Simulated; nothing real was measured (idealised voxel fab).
Name of the process module below: voxel capacitor over wiring
This is section cut - it's 240 nm across, gridded in 5 nm square cells.
This document writes a cross-section as a grid whose cells are square, and gives it as bands, listed from the top down; one or more rows of cells form a band. Heights first: top, then bottom, in nm. Then materials, left to right, each with a width in nm. "all across" on a single material: fills the band edge to edge. "blank": empty space. The reference from which all heights are counted is 0, the level beneath which the as-received wafer is entirely one material; the lowest band, having no lower bound, proceeds downward and is written after the example "from 0 down". When a width is written as two numbers, as in "30 to 40", the first number is the width in the top row of cells of the band and the second is the width in its bottom row, and the width changes by the same amount from each row to the next. No cell of the cross-section changed in a step that is given as "nothing different". For the entry "Closed void table", the listed items are empty spaces with no open way to the top whose size is 8 cells or more; each item follows the pattern width x height at distance, where distance is from the left edge and all three are in nm. Post-settings text on a step line: simulator's own remark regarding the step. "overlay nm", when on a step's line for a step with a mask, measures how far to the right of its planned place the mask lay; a negative measure means to the left.
-- Process steps (planned)
1: RECEIVE: material Si
2: CONFORMAL_DEP: material SiO2, thk nm 15
3: DIRECTIONAL_DEP: material TiN, thk nm 5
4: DIRECTIONAL_DEP: material W, thk nm 25
5: MASKED_ETCH: tone cover, mask id METAL_1, width nm 20, pitch nm 80, etch materials W, depth nm 25, overlay nm 0
6: MASKED_ETCH: tone cover, mask id METAL_1, width nm 20, pitch nm 80, etch materials TiN, depth nm 5, overlay nm 0
7: CONFORMAL_DEP: material SiN, thk nm 5
8: FILL_DEP: material lowk, thk nm 10
9: CMP: height nm 45
10: CONFORMAL_DEP: material SiCN, thk nm 5
11: DIRECTIONAL_DEP: material SiO2, thk nm 10
12: MASKED_ETCH: tone open, mask id PLUG_1, width nm 15, etch materials SiO2, depth nm 10, overlay nm 0
13: MASKED_ETCH: tone open, mask id PLUG_1, width nm 15, etch materials SiCN, depth nm 5, overlay nm 0
14: EPI: material Ru, thk nm 10
15: EPI: material Ru, thk nm 5
16: DIRECTIONAL_DEP: material TiN, thk nm 5
17: DIRECTIONAL_DEP: material Al2O3, thk nm 5
18: DIRECTIONAL_DEP: material TiN, thk nm 10
19: PATTERN: tone cover, mask id UPPER_PLATE, material resist, width nm 65, thk nm 20, overlay nm 0
20: DIRECTIONAL_ETCH: etch materials TiN, depth nm 10
21: DIRECTIONAL_ETCH: etch materials Al2O3, depth nm 5
22: STRIP: etch materials resist
23: PATTERN: tone cover, mask id LOWER_PLATE, material resist, width nm 75, thk nm 15, overlay nm 0
24: DIRECTIONAL_ETCH: etch materials TiN, depth nm 5
25: STRIP: etch materials resist
26: FILL_DEP: material SiO2, thk nm 15
27: CMP: height nm 90
28: PATTERN: tone open, mask id PLUG_2, material resist, width nm 15, thk nm 20, overlay nm 0
29: DIRECTIONAL_ETCH: etch materials SiO2, depth nm 10
30: STRIP: etch materials resist
31: CONFORMAL_DEP: material TiN, thk nm 5
32: FILL_DEP: material Cu, thk nm 10
33: CMP: height nm 90
34: CONFORMAL_DEP: material SiN, thk nm 5
-- Incoming wafer in cross-section (state: after step 1)
  from 0 down  Si all across
  Closed void table: none
-- Cross-sectional result after module completion. Note: starting condition and plan are unchanged from above; one processing mistake was made
  from 95 to 90  SiN all across
  from 90 to 85  85 SiO2; 5 TiN; 5 Cu; 5 TiN; 140 SiO2
  from 85 to 80  85 SiO2; 15 TiN; 140 SiO2
  from 80 to 70  75 SiO2; 65 TiN; 100 SiO2
  from 70 to 65  70 SiO2; 75 TiN; 95 SiO2
  from 65 to 60  Al2O3 all across
  from 60 to 50  75 SiO2; 15 Ru; 150 SiO2
  from 50 to 45  75 SiCN; 15 Ru; 150 SiCN
  from 45 to 20  65 lowk; 5 SiN; 20 W; 5 SiN; 50 lowk; 5 SiN; 20 W; 5 SiN; 65 lowk
  from 20 to 15  70 SiN; 20 TiN; 60 SiN; 20 TiN; 70 SiN
  from 15 to 0  SiO2 all across
  from 0 down  Si all across
  Closed void table: none
Deviation from plan: transposition of steps 16 and 17 relative to the planned sequence
